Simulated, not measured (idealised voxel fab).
Title: Process Module voxel transistor to metal
Section cut is 205 nm wide and gridded with 5 nm square cells.
The cross-sections in this document take the form of a grid made of square cells. They are written out as bands, in order from top to bottom. Each band consists of one or more rows of cells. Basically the band line says how high the top is and how high the bottom is, in nm, and then what's in it from left to right, every material with its width in nm. Empty space shows up as "air", and if a single material carries "full width" it runs the full band edge to edge. Counting heights begins at 0, where everything beneath is, in the wafer as received, one material. The lowest band has no bottom; it goes on downwards, as "0 -> down" shows. You'd read "30 to 40" like this: the band's top row of cells is as wide as the first number, its bottom row is as wide as the second, and going down, every row changes width by the same amount as the row before did. You'll sometimes find "remains unaltered" written for a step, and that's the way of saying that nowhere in the cross-section did a cell change during that step. Basically, "Closed void table" tells you about the enclosed voids: empty spaces with no open way to the top, 8 cells or bigger, each written width x height at distance, where distance is from the left edge, all in nm. Post-settings text on a step line: simulator's own remark regarding the step. On any step carrying a mask, the "overlay nm" setting, if present on the step's line, tells how far right of its planned place the mask lay; negative values point to the left. Pairs from here to the end. Each: cross-section before one process step, cross-section after it, the latter only as far down as the lowest band that changed. Under each: the step between, and its settings. Mind that the pairs may be taken from different runs of this module on the same starting wafer; whether a pair continues from the pair above depends on its entry headed "Cross-section, before", and it does only where that entry says so.
### Cross-section, before
    30 -> 15 = air: 45 / resist: 115 / air: 45
    15 -> 0 = air: 45 / SiN: 115 / air: 45
    0 -> down = Si full width
    Closed void table: none
### after
    30 -> 15 = air: 45 / resist: 115 / air: 45
    15 -> 0 = air: 45 / SiN: 115 / air: 45
    0 -> -35 = air: 45 / Si: 115 / air: 45
    Beneath the level -35, the cross-section is identical to its previous state.
    Closed void table: none
Step sandwiched between the two cross-sections above: DIRECTIONAL_ETCH [etch materials Si] [depth nm 35]
Cross-section, before: see preceding pair, after cross-section.
### after
    15 -> 0 = air: 45 / SiN: 115 / air: 45
    Beneath the level 0, the cross-section is identical to its previous state.
    Closed void table: none
Step sandwiched between the two cross-sections above: STRIP [etch materials resist]
Cross-section, before: see preceding pair, after cross-section.
### after
    15 -> 0 = air: 45 / SiN: 115 / air: 45
    0 -> -35 = air: 45 / SiO2: 5 / Si: 105 / SiO2: 5 / air: 45
    -35 -> -40 = SiO2: 50 / Si: 105 / SiO2: 50
    Beneath the level -40, the cross-section is identical to its previous state.
    Closed void table: none
Step sandwiched between the two cross-sections above: OXIDIZE [depth nm 5]
Cross-section, before: see preceding pair, after cross-section.
### after
    20 -> 15 = SiO2 full width
    15 -> 0 = SiO2: 45 / SiN: 115 / SiO2: 45
    0 -> -40 = SiO2: 50 / Si: 105 / SiO2: 50
    Beneath the level -40, the cross-section is identical to its previous state.
    Closed void table: none
Step sandwiched between the two cross-sections above: FILL_DEP [material SiO2] [thk nm 5]
Cross-section, before: see preceding pair, after cross-section.
### after
    15 -> 10 = air: 45 / SiN: 115 / air: 45
    Beneath the level 10, the cross-section is identical to its previous state.
    Closed void table: none
Step sandwiched between the two cross-sections above: SELECTIVE_ETCH [etch materials SiO2] [depth nm 10]
Cross-section, before: see preceding pair, after cross-section.
### after
    10 -> 0 = SiO2: 45 / air: 115 / SiO2: 45
    Beneath the level 0, the cross-section is identical to its previous state.
    Closed void table: none
Step sandwiched between the two cross-sections above: STRIP [etch materials SiN]
Cross-section, before: see preceding pair, after cross-section.
### after
    5 -> 0 = SiO2: 40 / air: 125 / SiO2: 40
    0 -> -5 = SiO2: 40 / air: 10 / Si: 105 / air: 10 / SiO2: 40
    Beneath the level -5, the cross-section is identical to its previous state.
    Closed void table: none
Step sandwiched between the two cross-sections above: SELECTIVE_ETCH [etch materials SiO2] [depth nm 5]
Cross-section, before: see preceding pair, after cross-section.
### after
    5 -> 0 = SiO2: 40 / air: 125 / SiO2: 40
    0 -> -5 = SiO2: 40 / air: 10 / SiO2: 105 / air: 10 / SiO2: 40
    -5 -> -10 = SiO2: 55 / Si: 95 / SiO2: 55
    Beneath the level -10, the cross-section is identical to its previous state.
    Closed void table: none
Step sandwiched between the two cross-sections above: OXIDIZE [depth nm 5]
Cross-section, before: see preceding pair, after cross-section.
### after
    25 -> 20 = polySi: 40 / air: 125 / polySi: 40
    20 -> 15 = polySi: 40 / air: 10 / polySi: 105 / air: 10 / polySi: 40
    15 -> 5 = polySi full width
    5 -> 0 = SiO2: 40 / polySi: 125 / SiO2: 40
    0 -> -5 = SiO2: 40 / polySi: 10 / SiO2: 105 / polySi: 10 / SiO2: 40
    Beneath the level -5, the cross-section is identical to its previous state.
    Closed void table: none
Step sandwiched between the two cross-sections above: DIRECTIONAL_DEP [material polySi] [thk nm 20]
Cross-section, before: see preceding pair, after cross-section.
### after
    40 -> 35 = SiCN: 40 / air: 125 / SiCN: 40
    35 -> 30 = SiCN: 40 / air: 10 / SiCN: 105 / air: 10 / SiCN: 40
    30 -> 25 = SiCN full width
    25 -> 20 = polySi: 40 / SiCN: 125 / polySi: 40
    20 -> 15 = polySi: 40 / SiCN: 10 / polySi: 105 / SiCN: 10 / polySi: 40
    Beneath the level 15, the cross-section is identical to its previous state.
    Closed void table: none
Step sandwiched between the two cross-sections above: DIRECTIONAL_DEP [material SiCN] [thk nm 15]
Cross-section, before: see preceding pair, after cross-section.
### after
    55 -> 40 = air: 85 / resist: 35 / air: 85
    40 -> 35 = SiCN: 40 / air: 45 / resist: 35 / air: 45 / SiCN: 40
    Beneath the level 35, the cross-section is identical to its previous state.
    Closed void table: none
Step sandwiched between the two cross-sections above: PATTERN [tone cover] [mask id GATE] [material resist] [width nm 35] [thk nm 15] [overlay nm 0]
Cross-section, before: see preceding pair, after cross-section.
### after
    55 -> 35 = air: 85 / resist: 35 / air: 85
    35 -> 25 = air: 85 / SiCN: 35 / air: 85
    25 -> 20 = polySi: 40 / air: 45 / SiCN: 35 / air: 45 / polySi: 40
    20 -> 15 = polySi: 40 / air: 10 / polySi: 105 / air: 10 / polySi: 40
    Beneath the level 15, the cross-section is identical to its previous state.
    Closed void table: none
Step sandwiched between the two cross-sections above: DIRECTIONAL_ETCH [etch materials SiCN] [depth nm 25]
Cross-section, before: see preceding pair, after cross-section.
### after
    55 -> 35 = air: 85 / resist: 35 / air: 85
    35 -> 20 = air: 85 / SiCN: 35 / air: 85
    20 -> 5 = air: 85 / polySi: 35 / air: 85
    5 -> 0 = SiO2: 40 / air: 45 / polySi: 35 / air: 45 / SiO2: 40
    0 -> -5 = SiO2: 40 / air: 10 / SiO2: 105 / air: 10 / SiO2: 40
    Beneath the level -5, the cross-section is identical to its previous state.
    Closed void table: none
Step sandwiched between the two cross-sections above: DIRECTIONAL_ETCH [etch materials polySi] [depth nm 30]
Cross-section, before: see preceding pair, after cross-section.
### after
    35 -> 20 = air: 85 / SiCN: 35 / air: 85
    Beneath the level 20, the cross-section is identical to its previous state.
    Closed void table: none
Step sandwiched between the two cross-sections above: STRIP [etch materials resist]
Cross-section, before: see preceding pair, after cross-section.
### after
    40 -> 35 = air: 80 / SiN: 45 / air: 80
    35 -> 20 = air: 80 / SiN: 5 / SiCN: 35 / SiN: 5 / air: 80
    20 -> 10 = air: 80 / SiN: 5 / polySi: 35 / SiN: 5 / air: 80
    10 -> 5 = SiN: 45 / air: 35 / SiN: 5 / polySi: 35 / SiN: 5 / air: 35 / SiN: 45
    5 -> 0 = SiO2: 40 / SiN: 45 / polySi: 35 / SiN: 45 / SiO2: 40
    0 -> -5 = SiO2: 40 / SiN: 10 / SiO2: 105 / SiN: 10 / SiO2: 40
    Beneath the level -5, the cross-section is identical to its previous state.
    Closed void table: none
Step sandwiched between the two cross-sections above: CONFORMAL_DEP [material SiN] [thk nm 5]
Cross-section, before: see preceding pair, after cross-section.
### after
    35 -> 20 = air: 80 / SiN: 5 / SiCN: 35 / SiN: 5 / air: 80
    20 -> 5 = air: 80 / SiN: 5 / polySi: 35 / SiN: 5 / air: 80
    5 -> 0 = SiO2: 40 / SiN: 5 / air: 35 / SiN: 5 / polySi: 35 / SiN: 5 / air: 35 / SiN: 5 / SiO2: 40
    Beneath the level 0, the cross-section is identical to its previous state.
    Closed void table: none
Step sandwiched between the two cross-sections above: DIRECTIONAL_ETCH [etch materials SiN] [depth nm 5]
Cross-section, before: see preceding pair, after cross-section.
### after
    35 -> 20 = air: 80 / SiN: 5 / SiCN: 35 / SiN: 5 / air: 80
    20 -> 5 = air: 80 / SiN: 5 / polySi: 35 / SiN: 5 / air: 80
    5 -> 0 = air: 40 / SiN: 5 / air: 35 / SiN: 5 / polySi: 35 / SiN: 5 / air: 35 / SiN: 5 / air: 40
    0 -> -5 = SiO2: 40 / SiN: 10 / air: 30 / SiO2: 45 / air: 30 / SiN: 10 / SiO2: 40
    Beneath the level -5, the cross-section is identical to its previous state.
    Closed void table: none
Step sandwiched between the two cross-sections above: DIRECTIONAL_ETCH [etch materials SiO2] [depth nm 5]
Cross-section, before: see preceding pair, after cross-section.
### after
    35 -> 20 = air: 80 / SiN: 5 / SiCN: 35 / SiN: 5 / air: 80
    20 -> 5 = air: 80 / SiN: 5 / polySi: 35 / SiN: 5 / air: 80
    5 -> 0 = air: 40 / SiN: 5 / air: 35 / SiN: 5 / polySi: 35 / SiN: 5 / air: 35 / SiN: 5 / air: 40
    0 -> -5 = SiO2: 40 / SiN: 10 / air: 30 / SiO2: 45 / air: 30 / SiN: 10 / SiO2: 40
    -5 -> -10 = SiO2: 55 / air: 25 / Si: 45 / air: 25 / SiO2: 55
    Beneath the level -10, the cross-section is identical to its previous state.
    Closed void table: none
Step sandwiched between the two cross-sections above: DIRECTIONAL_ETCH [etch materials Si] [depth nm 5]
Cross-section, before: see preceding pair, after cross-section.
### after
    35 -> 20 = air: 80 / SiN: 5 / SiCN: 35 / SiN: 5 / air: 80
    20 -> 5 = air: 80 / SiN: 5 / polySi: 35 / SiN: 5 / air: 80
    5 -> 0 = air: 40 / SiN: 5 / air: 25 / nSi: 10 / SiN: 5 / polySi: 35 / SiN: 5 / nSi: 10 / air: 25 / SiN: 5 / air: 40
    0 -> -5 = SiO2: 40 / SiN: 10 / nSi: 30 / SiO2: 45 / nSi: 30 / SiN: 10 / SiO2: 40
    -5 -> -10 = SiO2: 55 / nSi: 25 / Si: 45 / nSi: 25 / SiO2: 55
    Beneath the level -10, the cross-section is identical to its previous state.
    Closed void table: none
Step sandwiched between the two cross-sections above: EPI [material nSi] [thk nm 10]
Cross-section, before: see preceding pair, after cross-section.
### after
    45 -> 35 = SiO2 full width
    35 -> 20 = SiO2: 80 / SiN: 5 / SiCN: 35 / SiN: 5 / SiO2: 80
    20 -> 5 = SiO2: 80 / SiN: 5 / polySi: 35 / SiN: 5 / SiO2: 80
    5 -> 0 = SiO2: 40 / SiN: 5 / SiO2: 25 / nSi: 10 / SiN: 5 / polySi: 35 / SiN: 5 / nSi: 10 / SiO2: 25 / SiN: 5 / SiO2: 40
    Beneath the level 0, the cross-section is identical to its previous state.
    Closed void table: none
Step sandwiched between the two cross-sections above: FILL_DEP [material SiO2] [thk nm 10]
Cross-section, before: see preceding pair, after cross-section.
### after
    20 -> 5 = SiO2: 80 / SiN: 5 / polySi: 35 / SiN: 5 / SiO2: 80
    Beneath the level 5, the cross-section is identical to its previous state.
    Closed void table: none
Step sandwiched between the two cross-sections above: CMP [height nm 20]
Cross-section, before: see preceding pair, after cross-section.
### after
    20 -> 5 = SiO2: 80 / SiN: 5 / air: 35 / SiN: 5 / SiO2: 80
    5 -> 0 = SiO2: 40 / SiN: 5 / SiO2: 25 / nSi: 10 / SiN: 5 / air: 35 / SiN: 5 / nSi: 10 / SiO2: 25 / SiN: 5 / SiO2: 40
    Beneath the level 0, the cross-section is identical to its previous state.
    Closed void table: none
Step sandwiched between the two cross-sections above: STRIP [etch materials polySi]
Cross-section, before: see preceding pair, after cross-section.
### after
    20 -> 15 = air: 80 / SiN: 5 / air: 35 / SiN: 5 / air: 80
    15 -> 5 = SiO2: 80 / SiN: 5 / air: 35 / SiN: 5 / SiO2: 80
    5 -> 0 = SiO2: 40 / SiN: 5 / SiO2: 25 / nSi: 10 / SiN: 5 / air: 35 / SiN: 5 / nSi: 10 / SiO2: 25 / SiN: 5 / SiO2: 40
    0 -> -5 = SiO2: 40 / SiN: 10 / nSi: 30 / air: 45 / nSi: 30 / SiN: 10 / SiO2: 40
    Beneath the level -5, the cross-section is identical to its previous state.
    Closed void table: none
Step sandwiched between the two cross-sections above: SELECTIVE_ETCH [etch materials SiO2] [depth nm 5]
Cross-section, before: see preceding pair, after cross-section.
### after
    25 -> 20 = air: 75 / HfO2: 15 / air: 25 / HfO2: 15 / air: 75
    20 -> 15 = HfO2: 80 / SiN: 5 / HfO2: 5 / air: 25 / HfO2: 5 / SiN: 5 / HfO2: 80
    15 -> 5 = SiO2: 80 / SiN: 5 / HfO2: 5 / air: 25 / HfO2: 5 / SiN: 5 / SiO2: 80
    5 -> 0 = SiO2: 40 / SiN: 5 / SiO2: 25 / nSi: 10 / SiN: 5 / HfO2: 5 / air: 25 / HfO2: 5 / SiN: 5 / nSi: 10 / SiO2: 25 / SiN: 5 / SiO2: 40
    0 -> -5 = SiO2: 40 / SiN: 10 / nSi: 30 / HfO2: 45 / nSi: 30 / SiN: 10 / SiO2: 40
    Beneath the level -5, the cross-section is identical to its previous state.
    Closed void table: none
Step sandwiched between the two cross-sections above: CONFORMAL_DEP [material HfO2] [thk nm 5]
Cross-section, before: see preceding pair, after cross-section.
### after
    30 -> 25 = air: 70 / TiN: 25 / air: 15 / TiN: 25 / air: 70
    25 -> 20 = TiN: 75 / HfO2: 15 / TiN: 5 / air: 15 / TiN: 5 / HfO2: 15 / TiN: 75
    20 -> 15 = HfO2: 80 / SiN: 5 / HfO2: 5 / TiN: 5 / air: 15 / TiN: 5 / HfO2: 5 / SiN: 5 / HfO2: 80
    15 -> 5 = SiO2: 80 / SiN: 5 / HfO2: 5 / TiN: 5 / air: 15 / TiN: 5 / HfO2: 5 / SiN: 5 / SiO2: 80
    5 -> 0 = SiO2: 40 / SiN: 5 / SiO2: 25 / nSi: 10 / SiN: 5 / HfO2: 5 / TiN: 25 / HfO2: 5 / SiN: 5 / nSi: 10 / SiO2: 25 / SiN: 5 / SiO2: 40
    Beneath the level 0, the cross-section is identical to its previous state.
    Closed void table: none
Step sandwiched between the two cross-sections above: CONFORMAL_DEP [material TiN] [thk nm 5]
Cross-section, before: see preceding pair, after cross-section.
### after
    35 -> 30 = W full width
    30 -> 25 = W: 70 / TiN: 25 / W: 15 / TiN: 25 / W: 70
    25 -> 20 = TiN: 75 / HfO2: 15 / TiN: 5 / W: 15 / TiN: 5 / HfO2: 15 / TiN: 75
    20 -> 15 = HfO2: 80 / SiN: 5 / HfO2: 5 / TiN: 5 / W: 15 / TiN: 5 / HfO2: 5 / SiN: 5 / HfO2: 80
    15 -> 5 = SiO2: 80 / SiN: 5 / HfO2: 5 / TiN: 5 / W: 15 / TiN: 5 / HfO2: 5 / SiN: 5 / SiO2: 80
    Beneath the level 5, the cross-section is identical to its previous state.
    Closed void table: none
Step sandwiched between the two cross-sections above: FILL_DEP [material W] [thk nm 5]
Cross-section, before: see preceding pair, after cross-section.
### after
    15 -> 5 = SiO2: 80 / SiN: 5 / HfO2: 5 / TiN: 5 / W: 15 / TiN: 5 / HfO2: 5 / SiN: 5 / SiO2: 80
    Beneath the level 5, the cross-section is identical to its previous state.
    Closed void table: none
Step sandwiched between the two cross-sections above: CMP [height nm 15]
Cross-section, before: see preceding pair, after cross-section.
### after
    25 -> 15 = SiO2 full width
    Beneath the level 15, the cross-section is identical to its previous state.
    Closed void table: none
Step sandwiched between the two cross-sections above: DIRECTIONAL_DEP [material SiO2] [thk nm 10]
Cross-section, before: see preceding pair, after cross-section.
### after
    25 -> 15 = SiO2: 50 / air: 20 / SiO2: 65 / air: 20 / SiO2: 50
    15 -> 5 = SiO2: 50 / air: 20 / SiO2: 10 / SiN: 5 / HfO2: 5 / TiN: 5 / W: 15 / TiN: 5 / HfO2: 5 / SiN: 5 / SiO2: 10 / air: 20 / SiO2: 50
    5 -> 0 = SiO2: 40 / SiN: 5 / SiO2: 5 / air: 20 / nSi: 10 / SiN: 5 / HfO2: 5 / TiN: 25 / HfO2: 5 / SiN: 5 / nSi: 10 / air: 20 / SiO2: 5 / SiN: 5 / SiO2: 40
    Beneath the level 0, the cross-section is identical to its previous state.
    Closed void table: none
Step sandwiched between the two cross-sections above: MASKED_ETCH [tone open] [mask id CONTACT] [width nm 20] [pitch nm 85] [etch materials SiO2] [depth nm 25] [overlay nm 0]
Cross-section, before: see preceding pair, after cross-section.
### after
    30 -> 25 = TiN: 55 / air: 10 / TiN: 75 / air: 10 / TiN: 55
    25 -> 15 = SiO2: 50 / TiN: 5 / air: 10 / TiN: 5 / SiO2: 65 / TiN: 5 / air: 10 / TiN: 5 / SiO2: 50
    15 -> 5 = SiO2: 50 / TiN: 5 / air: 10 / TiN: 5 / SiO2: 10 / SiN: 5 / HfO2: 5 / TiN: 5 / W: 15 / TiN: 5 / HfO2: 5 / SiN: 5 / SiO2: 10 / TiN: 5 / air: 10 / TiN: 5 / SiO2: 50
    5 -> 0 = SiO2: 40 / SiN: 5 / SiO2: 5 / TiN: 20 / nSi: 10 / SiN: 5 / HfO2: 5 / TiN: 25 / HfO2: 5 / SiN: 5 / nSi: 10 / TiN: 20 / SiO2: 5 / SiN: 5 / SiO2: 40
    Beneath the level 0, the cross-section is identical to its previous state.
    Closed void table: none
Step sandwiched between the two cross-sections above: CONFORMAL_DEP [material TiN] [thk nm 5]
Cross-section, before: see preceding pair, after cross-section.
### after
    35 -> 30 = Ru full width
    30 -> 25 = TiN: 55 / Ru: 10 / TiN: 75 / Ru: 10 / TiN: 55
    25 -> 15 = SiO2: 50 / TiN: 5 / Ru: 10 / TiN: 5 / SiO2: 65 / TiN: 5 / Ru: 10 / TiN: 5 / SiO2: 50
    15 -> 5 = SiO2: 50 / TiN: 5 / Ru: 10 / TiN: 5 / SiO2: 10 / SiN: 5 / HfO2: 5 / TiN: 5 / W: 15 / TiN: 5 / HfO2: 5 / SiN: 5 / SiO2: 10 / TiN: 5 / Ru: 10 / TiN: 5 / SiO2: 50
    Beneath the level 5, the cross-section is identical to its previous state.
    Closed void table: none
Step sandwiched between the two cross-sections above: FILL_DEP [material Ru] [thk nm 5]
Cross-section, before: see preceding pair, after cross-section.
### after
    25 -> 15 = SiO2: 50 / TiN: 5 / Ru: 10 / TiN: 5 / SiO2: 65 / TiN: 5 / Ru: 10 / TiN: 5 / SiO2: 50
    Beneath the level 15, the cross-section is identical to its previous state.
    Closed void table: none
Step sandwiched between the two cross-sections above: CMP [height nm 25]
Cross-section, before: see preceding pair, after cross-section.
### after
    30 -> 25 = SiCN full width
    Beneath the level 25, the cross-section is identical to its previous state.
    Closed void table: none
Step sandwiched between the two cross-sections above: CONFORMAL_DEP [material SiCN] [thk nm 5]
Cross-section, before: see preceding pair, after cross-section.
### after
    55 -> 30 = lowk full width
    Beneath the level 30, the cross-section is identical to its previous state.
    Closed void table: none
Step sandwiched between the two cross-sections above: DIRECTIONAL_DEP [material lowk] [thk nm 25]
Cross-section, before: see preceding pair, after cross-section.
### after
    55 -> 30 = lowk: 50 / air: 20 / lowk: 65 / air: 20 / lowk: 50
    Beneath the level 30, the cross-section is identical to its previous state.
    Closed void table: none
Step sandwiched between the two cross-sections above: MASKED_ETCH [tone open] [mask id METAL_1] [width nm 20] [pitch nm 85] [etch materials lowk] [depth nm 25] [overlay nm 0]
Cross-section, before: see preceding pair, after cross-section.
### after
    55 -> 30 = lowk: 50 / air: 20 / lowk: 65 / air: 20 / lowk: 50
    30 -> 25 = SiCN: 50 / air: 20 / SiCN: 65 / air: 20 / SiCN: 50
    Beneath the level 25, the cross-section is identical to its previous state.
    Closed void table: none
Step sandwiched between the two cross-sections above: MASKED_ETCH [tone open] [mask id METAL_1] [width nm 20] [pitch nm 85] [etch materials SiCN] [depth nm 5] [overlay nm 0]
Cross-section, before: see preceding pair, after cross-section.
### after
    60 -> 55 = TiN: 55 / air: 10 / TiN: 75 / air: 10 / TiN: 55
    55 -> 30 = lowk: 50 / TiN: 5 / air: 10 / TiN: 5 / lowk: 65 / TiN: 5 / air: 10 / TiN: 5 / lowk: 50
    30 -> 25 = SiCN: 50 / TiN: 20 / SiCN: 65 / TiN: 20 / SiCN: 50
    Beneath the level 25, the cross-section is identical to its previous state.
    Closed void table: none
Step sandwiched between the two cross-sections above: CONFORMAL_DEP [material TiN] [thk nm 5]
Cross-section, before: see preceding pair, after cross-section.
### after
    65 -> 60 = Cu full width
    60 -> 55 = TiN: 55 / Cu: 10 / TiN: 75 / Cu: 10 / TiN: 55
    55 -> 30 = lowk: 50 / TiN: 5 / Cu: 10 / TiN: 5 / lowk: 65 / TiN: 5 / Cu: 10 / TiN: 5 / lowk: 50
    Beneath the level 30, the cross-section is identical to its previous state.
    Closed void table: none
Step sandwiched between the two cross-sections above: FILL_DEP [material Cu] [thk nm 5]
Cross-section, before: see preceding pair, after cross-section.
### after
    55 -> 30 = lowk: 50 / TiN: 5 / Cu: 10 / TiN: 5 / lowk: 65 / TiN: 5 / Cu: 10 / TiN: 5 / lowk: 50
    Beneath the level 30, the cross-section is identical to its previous state.
    Closed void table: none
Step sandwiched between the two cross-sections above: CMP [height nm 55]
Cross-section, before: see preceding pair, after cross-section.
### after
    60 -> 55 = SiCN full width
    Beneath the level 55, the cross-section is identical to its previous state.
    Closed void table: none
Step sandwiched between the two cross-sections above: CONFORMAL_DEP [material SiCN] [thk nm 5]
Cross-section, before: see preceding pair, after cross-section.
### after
    90 -> 60 = lowk full width
    Beneath the level 60, the cross-section is identical to its previous state.
    Closed void table: none
Step sandwiched between the two cross-sections above: DIRECTIONAL_DEP [material lowk] [thk nm 30]
Cross-section, before: see preceding pair, after cross-section.
### after
    100 -> 90 = aC full width
    Beneath the level 90, the cross-section is identical to its previous state.
    Closed void table: none
Step sandwiched between the two cross-sections above: DIRECTIONAL_DEP [material aC] [thk nm 10]
Cross-section, before: see preceding pair, after cross-section.
### after
    125 -> 100 = resist: 50 / air: 15 / resist: 70 / air: 15 / resist: 55
    Beneath the level 100, the cross-section is identical to its previous state.
    Closed void table: none
Step sandwiched between the two cross-sections above: PATTERN [tone open] [mask id METAL_2_HOLES] [material resist] [width nm 15] [pitch nm 85] [thk nm 25] [overlay nm 0]
Cross-section, before: see preceding pair, after cross-section.
### after
    115 -> 100 = resist: 50 / air: 15 / resist: 70 / air: 15 / resist: 55
    100 -> 90 = aC: 50 / air: 15 / aC: 70 / air: 15 / aC: 55
    Beneath the level 90, the cross-section is identical to its previous state.
    Closed void table: none
Step sandwiched between the two cross-sections above: DIRECTIONAL_ETCH [etch materials aC] [depth nm 10]
Cross-section, before: see preceding pair, after cross-section.
### after
    100 -> 90 = aC: 50 / air: 15 / aC: 70 / air: 15 / aC: 55
    Beneath the level 90, the cross-section is identical to its previous state.
    Closed void table: none
Step sandwiched between the two cross-sections above: STRIP [etch materials resist]
Cross-section, before: see preceding pair, after cross-section.
### after
    100 -> 90 = aC: 50 / air: 15 / aC: 70 / air: 15 / aC: 55
    90 -> 60 = lowk: 50 / air: 15 / lowk: 70 / air: 15 / lowk: 55
    Beneath the level 60, the cross-section is identical to its previous state.
    Closed void table: none
Step sandwiched between the two cross-sections above: DIRECTIONAL_ETCH [etch materials lowk] [depth nm 30]
Cross-section, before: see preceding pair, after cross-section.
### after
    90 -> 60 = lowk: 50 / air: 15 / lowk: 70 / air: 15 / lowk: 55
    Beneath the level 60, the cross-section is identical to its previous state.
    Closed void table: none
Step sandwiched between the two cross-sections above: STRIP [etch materials aC]
Cross-section, before: see preceding pair, after cross-section.
### after
    100 -> 90 = aC: 50 / air: 15 / aC: 70 / air: 15 / aC: 55
    90 -> 70 = lowk: 50 / air: 15 / lowk: 70 / air: 15 / lowk: 55
    70 -> 60 = lowk: 50 / aC: 15 / lowk: 70 / aC: 15 / lowk: 55
    Beneath the level 60, the cross-section is identical to its previous state.
    Closed void table: none
Step sandwiched between the two cross-sections above: DIRECTIONAL_DEP [material aC] [thk nm 10]
Cross-section, before: see preceding pair, after cross-section.
### after
    125 -> 100 = resist: 50 / air: 20 / resist: 65 / air: 20 / resist: 50
    Beneath the level 100, the cross-section is identical to its previous state.
    Closed void table: none
Step sandwiched between the two cross-sections above: PATTERN [tone open] [mask id METAL_2] [material resist] [width nm 20] [pitch nm 85] [thk nm 25] [overlay nm 0]
Cross-section, before: see preceding pair, after cross-section.
### after
    115 -> 100 = resist: 50 / air: 20 / resist: 65 / air: 20 / resist: 50
    100 -> 90 = aC: 50 / air: 20 / aC: 65 / air: 20 / aC: 50
    90 -> 60 = lowk: 50 / air: 15 / lowk: 70 / air: 15 / lowk: 55
    Beneath the level 60, the cross-section is identical to its previous state.
    Closed void table: none
Step sandwiched between the two cross-sections above: DIRECTIONAL_ETCH [etch materials aC] [depth nm 10]
Cross-section, before: see preceding pair, after cross-section.
### after
    100 -> 90 = aC: 50 / air: 20 / aC: 65 / air: 20 / aC: 50
    Beneath the level 90, the cross-section is identical to its previous state.
    Closed void table: none
Step sandwiched between the two cross-sections above: STRIP [etch materials resist]
Cross-section, before: see preceding pair, after cross-section.
### after
    100 -> 90 = aC: 50 / air: 20 / aC: 65 / air: 20 / aC: 50
    90 -> 75 = lowk: 50 / air: 20 / lowk: 65 / air: 20 / lowk: 50
    Beneath the level 75, the cross-section is identical to its previous state.
    Closed void table: none
Step sandwiched between the two cross-sections above: DIRECTIONAL_ETCH [etch materials lowk] [depth nm 15]
Cross-section, before: see preceding pair, after cross-section.
### after
    100 -> 90 = aC: 50 / air: 20 / aC: 65 / air: 20 / aC: 50
    90 -> 75 = lowk: 50 / air: 20 / lowk: 65 / air: 20 / lowk: 50
    75 -> 60 = lowk: 50 / air: 15 / lowk: 70 / air: 15 / lowk: 55
    60 -> 55 = SiCN: 50 / air: 15 / SiCN: 70 / air: 15 / SiCN: 55
    Beneath the level 55, the cross-section is identical to its previous state.
    Closed void table: none
Step sandwiched between the two cross-sections above: DIRECTIONAL_ETCH [etch materials SiCN] [depth nm 5]
Cross-section, before: see preceding pair, after cross-section.
### after
    90 -> 75 = lowk: 50 / air: 20 / lowk: 65 / air: 20 / lowk: 50
    Beneath the level 75, the cross-section is identical to its previous state.
    Closed void table: none
Step sandwiched between the two cross-sections above: STRIP [etch materials aC]
Cross-section, before: see preceding pair, after cross-section.
### after
    95 -> 90 = TiN: 55 / air: 10 / TiN: 75 / air: 10 / TiN: 55
    90 -> 80 = lowk: 50 / TiN: 5 / air: 10 / TiN: 5 / lowk: 65 / TiN: 5 / air: 10 / TiN: 5 / lowk: 50
    80 -> 75 = lowk: 50 / TiN: 5 / air: 5 / TiN: 10 / lowk: 65 / TiN: 5 / air: 5 / TiN: 10 / lowk: 50
    75 -> 60 = lowk: 50 / TiN: 5 / air: 5 / TiN: 5 / lowk: 70 / TiN: 5 / air: 5 / TiN: 5 / lowk: 55
    60 -> 55 = SiCN: 50 / TiN: 15 / SiCN: 70 / TiN: 15 / SiCN: 55
    Beneath the level 55, the cross-section is identical to its previous state.
    Closed void table: none
Step sandwiched between the two cross-sections above: CONFORMAL_DEP [material TiN] [thk nm 5]
Cross-section, before: see preceding pair, after cross-section.
### after
    100 -> 95 = Cu full width
    95 -> 90 = TiN: 55 / Cu: 10 / TiN: 75 / Cu: 10 / TiN: 55
    90 -> 80 = lowk: 50 / TiN: 5 / Cu: 10 / TiN: 5 / lowk: 65 / TiN: 5 / Cu: 10 / TiN: 5 / lowk: 50
    80 -> 75 = lowk: 50 / TiN: 5 / Cu: 5 / TiN: 10 / lowk: 65 / TiN: 5 / Cu: 5 / TiN: 10 / lowk: 50
    75 -> 60 = lowk: 50 / TiN: 5 / Cu: 5 / TiN: 5 / lowk: 70 / TiN: 5 / Cu: 5 / TiN: 5 / lowk: 55
    Beneath the level 60, the cross-section is identical to its previous state.
    Closed void table: none
Step sandwiched between the two cross-sections above: FILL_DEP [material Cu] [thk nm 5]
Cross-section, before: see preceding pair, after cross-section.
### after
    90 -> 80 = lowk: 50 / TiN: 5 / Cu: 10 / TiN: 5 / lowk: 65 / TiN: 5 / Cu: 10 / TiN: 5 / lowk: 50
    Beneath the level 80, the cross-section is identical to its previous state.
    Closed void table: none
Step sandwiched between the two cross-sections above: CMP [height nm 90]
Cross-section, before: see preceding pair, after cross-section.
### after
    95 -> 90 = SiN full width
    Beneath the level 90, the cross-section is identical to its previous state.
    Closed void table: none
Step sandwiched between the two cross-sections above: CONFORMAL_DEP [material SiN] [thk nm 5]
### Cross-section, before
    90 -> 60 = lowk full width
    60 -> 55 = SiCN full width
    55 -> 30 = lowk: 50 / TiN: 5 / Cu: 10 / TiN: 5 / lowk: 65 / TiN: 5 / Cu: 10 / TiN: 5 / lowk: 50
    30 -> 25 = SiCN: 50 / TiN: 20 / SiCN: 65 / TiN: 20 / SiCN: 50
    25 -> 15 = SiO2: 50 / TiN: 5 / Ru: 10 / TiN: 5 / SiO2: 65 / TiN: 5 / Ru: 10 / TiN: 5 / SiO2: 50
    15 -> 5 = SiO2: 50 / TiN: 5 / Ru: 10 / TiN: 5 / SiO2: 10 / SiN: 5 / HfO2: 5 / TiN: 5 / W: 15 / TiN: 5 / HfO2: 5 / SiN: 5 / SiO2: 10 / TiN: 5 / Ru: 10 / TiN: 5 / SiO2: 50
    5 -> 0 = SiO2: 40 / SiN: 5 / SiO2: 5 / TiN: 20 / nSi: 10 / SiN: 5 / HfO2: 5 / TiN: 25 / HfO2: 5 / SiN: 5 / nSi: 10 / TiN: 20 / SiO2: 5 / SiN: 5 / SiO2: 40
    0 -> -5 = SiO2: 45 / nSi: 35 / HfO2: 45 / nSi: 35 / SiO2: 45
    -5 -> -10 = SiO2: 50 / nSi: 30 / Si: 45 / nSi: 30 / SiO2: 50
    -10 -> -40 = SiO2: 50 / Si: 105 / SiO2: 50
    -40 -> down = Si full width
    Closed void table: none
### after
    120 -> 60 = lowk full width
    Beneath the level 60, the cross-section is identical to its previous state.
    Closed void table: none
Step sandwiched between the two cross-sections above: DIRECTIONAL_DEP [material lowk] [thk nm 30]
Cross-section, before: see preceding pair, after cross-section.
### after
    130 -> 120 = aC full width
    Beneath the level 120, the cross-section is identical to its previous state.
    Closed void table: none
Step sandwiched between the two cross-sections above: DIRECTIONAL_DEP [material aC] [thk nm 10]
